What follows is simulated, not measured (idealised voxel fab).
The name of this process module is voxel self aligned contacts.
Square cell edge 5 nm, section width 225 nm, ID cut.
Heads up, the way a cross-section reads in here is a grid of square cells, handed over as bands from the top down, with every band being one or more rows of cells. Band: top and bottom heights (nm) first, top before bottom; then materials from left to right, widths in nm. "full width" marks a sole material filling the band edge to edge. "empty" denotes empty space. Below 0: as-received wafer, all one material; heights counted from there. Lowest band: no bottom, goes on down, written "0 -> down". You'd read "30->40" like this: the band's top row of cells is as wide as the first number, its bottom row is as wide as the second, and going down, every row changes width by the same amount as the row before did. The designation "identical to before", where it is given for a processing step, indicates that no cell of the cross-section was altered in the course of that step. Entry "Closed void roster". Content: empty spaces with no open connection to the top, size 8 cells or greater. Each: width x height at distance. Distance: from left edge. Unit: nm. Read whatever lies past the settings on a step's line as the simulator's own remark about the step. The setting "overlay nm" may be written on the line of a step. When the step uses a mask, the value reports how far to the right of the planned place the mask lay, and a negative value reports that it lay to the left.
**Steps planned for the process**
step 1: RECEIVE [material Si]
step 2: OXIDIZE [depth nm 5]
step 3: DIRECTIONAL_DEP [material polySi] [thk nm 30]
step 4: DIRECTIONAL_DEP [material SiN] [thk nm 20]
step 5: PATTERN [tone cover] [mask id GATE] [material resist] [width nm 35] [pitch nm 70] [thk nm 20] [overlay nm 0]
step 6: DIRECTIONAL_ETCH [etch materials SiN] [depth nm 20]
step 7: DIRECTIONAL_ETCH [etch materials polySi] [depth nm 30]
step 8: STRIP [etch materials resist]
step 9: CONFORMAL_DEP [material SiN] [thk nm 5]
step 10: DIRECTIONAL_ETCH [etch materials SiN] [depth nm 5]
step 11: FILL_DEP [material SiO2] [thk nm 20]
step 12: CMP [height nm 60]
step 13: DIRECTIONAL_DEP [material aC] [thk nm 10]
step 14: PATTERN [tone open] [mask id CONTACT] [material resist] [width nm 55] [pitch nm 70] [thk nm 25] [overlay nm 0]
step 15: DIRECTIONAL_ETCH [etch materials aC] [depth nm 10]
step 16: STRIP [etch materials resist]
step 17: DIRECTIONAL_ETCH [etch materials SiO2] [depth nm 65]
step 18: STRIP [etch materials aC]
step 19: CONFORMAL_DEP [material TiN] [thk nm 5]
step 20: FILL_DEP [material W] [thk nm 5]
step 21: CMP [height nm 60]
step 22: CONFORMAL_DEP [material SiN] [thk nm 5]
**Cross-sectional view of the wafer in its as-received condition, corresponding to the state after step 1**
> 0 -> down  Si full width
> Closed void roster: none
**Look at the cross-section after the module: the wafer started out the way shown above and the plan was the one shown above, yet one mistake was made along the way**
> 65 -> 60  SiN full width
> 60 -> 50  SiO2=50 | aC=5->20 | W=45->15 | aC=5->20 | SiO2=15 | aC=5->20 | W=45->15 | aC=5->20 | SiO2=50
> 50 -> 30  SiO2=20 | SiN=45 | aC=5 | W=15 | aC=5 | SiN=45 | aC=5 | W=15 | aC=5 | SiN=45 | SiO2=20
> 30 -> 0  SiO2=20 | SiN=5 | polySi=35 | SiN=5 | aC=5 | W=15 | aC=5 | SiN=5 | polySi=35 | SiN=5 | aC=5 | W=15 | aC=5 | SiN=5 | polySi=35 | SiN=5 | SiO2=20
> 0 -> -5  SiO2=65 | aC=25 | SiO2=45 | aC=25 | SiO2=65
> -5 -> down  Si full width
> Closed void roster: none
In executing the process, a mistake was made relative to the plan: step 19 ran differently from the plan; actual operation with settings: CONFORMAL_DEP [material aC] [thk nm 5]
